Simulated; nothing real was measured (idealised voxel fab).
The name of this process module is voxel quadruple lines.
Section shown: cut. Width: 215 nm. Cell size: 5 nm, square.
How to read a cross-section here: the picture is a grid of square cells, written as bands going from the top down, and any band can span one or more rows of cells.
Per band: top height and bottom height in nm, followed by the left-to-right materials and their widths in nm; "full width" marks a single material spanning edge to edge, "blank" marks empty space.
Heights from 0 (as-received wafer is one material below). Bottom band endless downward, as "0 -> down".
You'd read "30 to 40" like this: the band's top row of cells is as wide as the first number, its bottom row is as wide as the second, and going down, every row changes width by the same amount as the row before did.
"nothing was modified" (step): cross-section cells unchanged, all of them.
Listed in "Voids, enclosed": every empty space of 8 or more cells without an open way to the top. Form: width x height at distance, the distance being from the left edge, all in nm.
Heads up: the bit after the settings on a step's line is the simulator's remark on that step.
overlay nm: right-of-plan distance of the mask on a masked step; negative values mean left-of-plan.
### Steps planned for the process
step 1: op RECEIVE | material Si
step 2: op CONFORMAL_DEP | material Al2O3 | thk nm 10
step 3: op DIRECTIONAL_DEP | material W | thk nm 15
step 4: op DIRECTIONAL_DEP | material polySi | thk nm 20
step 5: op DIRECTIONAL_DEP | material aC | thk nm 20
step 6: op PATTERN | tone cover | mask id MANDREL | material resist | width nm 25 | thk nm 25 | overlay nm 0
step 7: op DIRECTIONAL_ETCH | etch materials aC | depth nm 20
step 8: op STRIP | etch materials resist
step 9: op CONFORMAL_DEP | material SiO2 | thk nm 15
step 10: op DIRECTIONAL_ETCH | etch materials SiO2 | depth nm 15
step 11: op STRIP | etch materials aC
step 12: op DIRECTIONAL_ETCH | etch materials polySi | depth nm 20
step 13: op STRIP | etch materials SiO2
step 14: op CONFORMAL_DEP | material SiCN | thk nm 5
step 15: op DIRECTIONAL_ETCH | etch materials SiCN | depth nm 5
step 16: op STRIP | etch materials polySi
step 17: op DIRECTIONAL_ETCH | etch materials W | depth nm 15
step 18: op STRIP | etch materials SiCN
step 19: op FILL_DEP | material SiO2 | thk nm 5
step 20: op CMP | height nm 25
### The first of a set of two wafers, run to plan
### Shown in cross-section is the wafer as received, that is, as it stands after step 1
  0 -> down | Si full width
  Voids, enclosed: none
### Presented here is a cross-section of the wafer after step 2 has been performed
  10 -> 0 | Al2O3 full width
  Below 0, no change.
### Presented here is a cross-section of the wafer after step 3 has been performed
  25 -> 10 | W full width
  Below 10, no change.
### Presented here is a cross-section of the wafer after step 4 has been performed
  45 -> 25 | polySi full width
  Below 25, no change.
### Presented here is a cross-section of the wafer after step 5 has been performed
  65 -> 45 | aC full width
  Below 45, no change.
### Presented here is a cross-section of the wafer after step 6 has been performed
  90 -> 65 | 95 blank, 25 resist, 95 blank
  Below 65, no change.
### Presented here is a cross-section of the wafer after step 7 has been performed
  70 -> 65 | 95 blank, 25 resist, 95 blank
  65 -> 45 | 95 blank, 25 aC, 95 blank
  Below 45, no change.
### Presented here is a cross-section of the wafer after step 8 has been performed
  65 -> 45 | 95 blank, 25 aC, 95 blank
  Below 45, no change.
### Presented here is a cross-section of the wafer after step 9 has been performed
  80 -> 65 | 80 blank, 55 SiO2, 80 blank
  65 -> 60 | 80 blank, 15 SiO2, 25 aC, 15 SiO2, 80 blank
  60 -> 45 | 95 SiO2, 25 aC, 95 SiO2
  Below 45, no change.
### Presented here is a cross-section of the wafer after step 10 has been performed
  65 -> 45 | 80 blank, 15 SiO2, 25 aC, 15 SiO2, 80 blank
  Below 45, no change.
### Presented here is a cross-section of the wafer after step 11 has been performed
  65 -> 45 | 80 blank, 15 SiO2, 25 blank, 15 SiO2, 80 blank
  Below 45, no change.
### Presented here is a cross-section of the wafer after step 12 has been performed
  65 -> 45 | 80 blank, 15 SiO2, 25 blank, 15 SiO2, 80 blank
  45 -> 25 | 80 blank, 15 polySi, 25 blank, 15 polySi, 80 blank
  Below 25, no change.
### Presented here is a cross-section of the wafer after step 13 has been performed
  45 -> 25 | 80 blank, 15 polySi, 25 blank, 15 polySi, 80 blank
  Below 25, no change.
### Presented here is a cross-section of the wafer after step 14 has been performed
  50 -> 45 | 75 blank, 25 SiCN, 15 blank, 25 SiCN, 75 blank
  45 -> 30 | 75 blank, 5 SiCN, 15 polySi, 5 SiCN, 15 blank, 5 SiCN, 15 polySi, 5 SiCN, 75 blank
  30 -> 25 | 80 SiCN, 15 polySi, 25 SiCN, 15 polySi, 80 SiCN
  Below 25, no change.
### Presented here is a cross-section of the wafer after step 15 has been performed
  45 -> 25 | 75 blank, 5 SiCN, 15 polySi, 5 SiCN, 15 blank, 5 SiCN, 15 polySi, 5 SiCN, 75 blank
  Below 25, no change.
### Presented here is a cross-section of the wafer after step 16 has been performed
  45 -> 25 | 75 blank, 5 SiCN, 15 blank, 5 SiCN, 15 blank, 5 SiCN, 15 blank, 5 SiCN, 75 blank
  Below 25, no change.
### Presented here is a cross-section of the wafer after step 17 has been performed
  45 -> 25 | 75 blank, 5 SiCN, 15 blank, 5 SiCN, 15 blank, 5 SiCN, 15 blank, 5 SiCN, 75 blank
  25 -> 10 | 75 blank, 5 W, 15 blank, 5 W, 15 blank, 5 W, 15 blank, 5 W, 75 blank
  Below 10, no change.
### Presented here is a cross-section of the wafer after step 18 has been performed
  25 -> 10 | 75 blank, 5 W, 15 blank, 5 W, 15 blank, 5 W, 15 blank, 5 W, 75 blank
  Below 10, no change.
### Presented here is a cross-section of the wafer after step 19 has been performed
  30 -> 25 | SiO2 full width
  25 -> 10 | 75 SiO2, 5 W, 15 SiO2, 5 W, 15 SiO2, 5 W, 15 SiO2, 5 W, 75 SiO2
  Below 10, no change.
### Presented here is a cross-section of the wafer after step 20 has been performed
  25 -> 10 | 75 SiO2, 5 W, 15 SiO2, 5 W, 15 SiO2, 5 W, 15 SiO2, 5 W, 75 SiO2
  Below 10, no change.
### The second wafer was prepared from the same starting point and under the same plan as the first; its processing contained one mistake, and it remains indistinguishable from the first wafer up to and including step 1
### Second wafer cross-section, taken as of the time the plan sets for step 2 to be done
  15 -> 0 | W full width
  Below 0, no change.
### Second wafer cross-section, taken as of the time the plan sets for step 3 to be done
  25 -> 15 | Al2O3 full width
  Below 15, no change.
### Second wafer cross-section, taken as of the time the plan sets for step 4 to be done
  45 -> 25 | polySi full width
  Below 25, no change.
### Second wafer cross-section, taken as of the time the plan sets for step 5 to be done
  65 -> 45 | aC full width
  Below 45, no change.
### Second wafer cross-section, taken as of the time the plan sets for step 6 to be done
  90 -> 65 | 95 blank, 25 resist, 95 blank
  Below 65, no change.
### Second wafer cross-section, taken as of the time the plan sets for step 7 to be done
  70 -> 65 | 95 blank, 25 resist, 95 blank
  65 -> 45 | 95 blank, 25 aC, 95 blank
  Below 45, no change.
### Second wafer cross-section, taken as of the time the plan sets for step 8 to be done
  65 -> 45 | 95 blank, 25 aC, 95 blank
  Below 45, no change.
### Second wafer cross-section, taken as of the time the plan sets for step 9 to be done
  80 -> 65 | 80 blank, 55 SiO2, 80 blank
  65 -> 60 | 80 blank, 15 SiO2, 25 aC, 15 SiO2, 80 blank
  60 -> 45 | 95 SiO2, 25 aC, 95 SiO2
  Below 45, no change.
### Second wafer cross-section, taken as of the time the plan sets for step 10 to be done
  65 -> 45 | 80 blank, 15 SiO2, 25 aC, 15 SiO2, 80 blank
  Below 45, no change.
### Second wafer cross-section, taken as of the time the plan sets for step 11 to be done
  65 -> 45 | 80 blank, 15 SiO2, 25 blank, 15 SiO2, 80 blank
  Below 45, no change.
### Second wafer cross-section, taken as of the time the plan sets for step 12 to be done
  65 -> 45 | 80 blank, 15 SiO2, 25 blank, 15 SiO2, 80 blank
  45 -> 25 | 80 blank, 15 polySi, 25 blank, 15 polySi, 80 blank
  Below 25, no change.
### Second wafer cross-section, taken as of the time the plan sets for step 13 to be done
  45 -> 25 | 80 blank, 15 polySi, 25 blank, 15 polySi, 80 blank
  Below 25, no change.
### Second wafer cross-section, taken as of the time the plan sets for step 14 to be done
  50 -> 45 | 75 blank, 25 SiCN, 15 blank, 25 SiCN, 75 blank
  45 -> 30 | 75 blank, 5 SiCN, 15 polySi, 5 SiCN, 15 blank, 5 SiCN, 15 polySi, 5 SiCN, 75 blank
  30 -> 25 | 80 SiCN, 15 polySi, 25 SiCN, 15 polySi, 80 SiCN
  Below 25, no change.
### Second wafer cross-section, taken as of the time the plan sets for step 15 to be done
  45 -> 25 | 75 blank, 5 SiCN, 15 polySi, 5 SiCN, 15 blank, 5 SiCN, 15 polySi, 5 SiCN, 75 blank
  Below 25, no change.
### Second wafer cross-section, taken as of the time the plan sets for step 16 to be done
  45 -> 25 | 75 blank, 5 SiCN, 15 blank, 5 SiCN, 15 blank, 5 SiCN, 15 blank, 5 SiCN, 75 blank
  Below 25, no change.
Second wafer cross-section, taken as of the time the plan sets for step 17 to be done: nothing was modified
### Second wafer cross-section, taken as of the time the plan sets for step 18 to be done
  25 -> 15 | Al2O3 full width
  Below 15, no change.
### Second wafer cross-section, taken as of the time the plan sets for step 19 to be done
  30 -> 25 | SiO2 full width
  Below 25, no change.
### Second wafer cross-section, taken as of the time the plan sets for step 20 to be done
  25 -> 15 | Al2O3 full width
  Below 15, no change.
Want to know what went wrong? plan steps 2 and 3 run swapped
Materials where the second wafer ends with more or fewer cells than the first: 117 fewer of SiO2; 117 more of W
